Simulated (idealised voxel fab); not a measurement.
process module | voxel ribs on slabs
cross-section cut | 285 nm wide | cells 5 nm
A cross-section is a grid of square cells, given in bands from the top down. A band is one or more rows of cells.
Each band's line starts with the height of the band's top and of its bottom, in nm. Then come its materials from left to right, each with its width in nm. One material with "throughout" fills the band from edge to edge. "air" is empty space.
Height 0 is the level under which the wafer as received is all one material. The lowest band goes on downwards, as in "0 down".
A width such as "30 to 40" changes by the same amount from each row of cells to the next, from the band's top row to its bottom row.
"no change" after a step means that no cell of the cross-section changed.
closed voids: empty space of 8 cells or more with no open way to the top, each as width x height at its distance from the left edge, in nm
after a step's settings: what the simulator itself notes on the step
overlay nm, on a step with a mask: how far to the right of its planned place the mask lay; to the left if negative
plan
1 op RECEIVE | material Si
2 op DIRECTIONAL_DEP | material SiO2 | thk nm 30
3 op DIRECTIONAL_DEP | material SiN | thk nm 15
4 op PATTERN | tone cover | mask id RIB | material resist | width nm 25 | thk nm 20 | overlay nm 0
5 op DIRECTIONAL_ETCH | etch materials SiN | depth nm 5
6 op STRIP | etch materials resist
7 op MASKED_ETCH | tone cover | mask id SLAB | width nm 55 | etch materials SiN | depth nm 10 | overlay nm 0
8 op FILL_DEP | material SiO2 | thk nm 20
9 op CMP | height nm 55
10 op DIRECTIONAL_DEP | material W | thk nm 10
11 op MASKED_ETCH | tone cover | mask id HEATER | width nm 35 | etch materials W | depth nm 10 | overlay nm 0
12 op CONFORMAL_DEP | material SiO2 | thk nm 5
as received, after step 1
  0 down: Si throughout
  closed voids: none
a wafer at the end: this start, this plan, one mistake
  65 to 55: air 125 | W 35 | air 125
  55 to 45: SiO2 throughout
  45 to 40: SiO2 130 | SiN 25 | SiO2 130
  40 to 30: SiO2 115 | SiN 55 | SiO2 115
  30 to 0: SiO2 throughout
  0 down: Si throughout
  closed voids: none
what went wrong: step 12 was left out
